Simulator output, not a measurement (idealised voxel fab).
Presented below is a process module, voxel capacitor over wiring.
This is section cut - it's 235 nm across, gridded in 5 nm square cells.
The cross-sections in this document take the form of a grid made of square cells. They are written out as bands, in order from top to bottom. Each band consists of one or more rows of cells. Top height, bottom height, nm. Materials left to right, width each, nm. Single material + "full width" = fills band edge to edge. "empty" = empty. All heights in this document are referenced to 0, defined as the level beneath which the wafer, as received, consists entirely of one material. The lowest band is not bounded below; it extends indefinitely downward and is written in the form "from 0 down". Quick explanation for "30..40": the width changes in equal steps down the rows of cells, from the first number in the band's top row to the second number in its bottom row. When a step is marked "no modifications", none of the cells in the cross-section changed during that step. "Catalogued sealed voids": empty spaces of 8 cells or more with no open way to the top, each given as width x height at distance, distance from the left edge, all in nm. What comes after the settings on a step's line is commentary from the simulator itself on that step. overlay nm: how far to the right of its planned place the mask lay on this masked step (negative: to the left).

# Steps in the process plan
1. RECEIVE,material Si
2. CONFORMAL_DEP,material SiO2,thk nm 10
3. CONFORMAL_DEP,material SiCN,thk nm 5
4. DIRECTIONAL_DEP,material SiO2,thk nm 15
5. DIRECTIONAL_DEP,material aC,thk nm 15
6. PATTERN,tone open,mask id METAL_1,material resist,width nm 20,pitch nm 80,thk nm 35,overlay nm 0
7. DIRECTIONAL_ETCH,etch materials aC,depth nm 15
8. STRIP,etch materials resist
9. DIRECTIONAL_ETCH,etch materials SiO2,depth nm 15
10. DIRECTIONAL_ETCH,etch materials SiCN,depth nm 5
11. STRIP,etch materials aC
12. CONFORMAL_DEP,material TiN,thk nm 5
13. FILL_DEP,material Cu,thk nm 5
14. CMP,height nm 30
15. CONFORMAL_DEP,material SiCN,thk nm 5
16. DIRECTIONAL_DEP,material SiO2,thk nm 15
17. PATTERN,tone open,mask id PLUG_1,material resist,width nm 15,thk nm 15,overlay nm 0
18. DIRECTIONAL_ETCH,etch materials SiO2,depth nm 15
19. DIRECTIONAL_ETCH,etch materials SiCN,depth nm 5
20. STRIP,etch materials resist
21. CONFORMAL_DEP,material TiN,thk nm 5
22. FILL_DEP,material W,thk nm 10
23. CMP,height nm 50
24. DIRECTIONAL_DEP,material TiN,thk nm 10
25. DIRECTIONAL_DEP,material HfO2,thk nm 5
26. DIRECTIONAL_DEP,material TiN,thk nm 5
27. PATTERN,tone cover,mask id UPPER_PLATE,material resist,width nm 65,thk nm 20,overlay nm 0
28. DIRECTIONAL_ETCH,etch materials TiN,depth nm 5
29. DIRECTIONAL_ETCH,etch materials HfO2,depth nm 5
30. STRIP,etch materials resist
31. PATTERN,tone cover,mask id LOWER_PLATE,material resist,width nm 75,thk nm 20,overlay nm 0
32. DIRECTIONAL_ETCH,etch materials TiN,depth nm 10
33. STRIP,etch materials resist
34. FILL_DEP,material SiO2,thk nm 20
35. CMP,height nm 85
36. PATTERN,tone open,mask id PLUG_2,material resist,width nm 15,thk nm 15,overlay nm 0
37. DIRECTIONAL_ETCH,etch materials SiO2,depth nm 15
38. STRIP,etch materials resist
39. CONFORMAL_DEP,material TiN,thk nm 5
40. FILL_DEP,material W,thk nm 10
41. CMP,height nm 85
42. CONFORMAL_DEP,material SiN,thk nm 5

# Cross-section, incoming material, after step 1
	from 0 down: Si full width
	Catalogued sealed voids: none

# Here's the cross-section of the first of our two wafers at the end of the module - it ran as planned
	from 90 to 85: SiN full width
	from 85 to 75: SiO2=80, TiN=5, W=5, TiN=5, SiO2=140
	from 75 to 65: SiO2=80..70, TiN=15..65, SiO2=140..100
	from 65 to 60: SiO2=70, HfO2=65, SiO2=100
	from 60 to 50: SiO2=65, TiN=75, SiO2=95
	from 50 to 35: SiO2=70, TiN=5, W=5, TiN=5, SiO2=150
	from 35 to 30: SiCN=70, TiN=15, SiCN=150
	from 30 to 15: SiO2=65, TiN=5, Cu=10, TiN=5, SiO2=60, TiN=5, Cu=10, TiN=5, SiO2=70
	from 15 to 10: SiCN=65, TiN=20, SiCN=60, TiN=20, SiCN=70
	from 10 to 0: SiO2 full width
	from 0 down: Si full width
	Catalogued sealed voids: none

# End-of-module cross-section of the second wafer: identical starting point and process plan to the first, with one processing mistake
	from 90 to 85: SiN full width
	from 85 to 75: SiO2=80, TiN=5, W=5, TiN=5, SiO2=140
	from 75 to 65: SiO2=80..70, TiN=15..65, SiO2=140..100
	from 65 to 60: SiO2=70, HfO2=65, SiO2=100
	from 60 to 50: SiO2=65, TiN=75, SiO2=95
	from 50 to 35: SiO2=70, TiN=5, W=5, TiN=5, SiO2=150
	from 35 to 30: SiCN=70, TiN=15, SiCN=150
	from 30 to 15: SiO2=75, TiN=5, Cu=10, TiN=5, SiO2=60, TiN=5, Cu=10, TiN=5, SiO2=60
	from 15 to 10: SiCN=75, TiN=20, SiCN=60, TiN=20, SiCN=60
	from 10 to 0: SiO2 full width
	from 0 down: Si full width
	Catalogued sealed voids: none
Processing error: step 6 ran as: PATTERN,tone open,mask id METAL_1,material resist,width nm 20,pitch nm 80,thk nm 35,overlay nm 10
The two final wafers agree on how many cells each material fills and disagree on which cells those are.
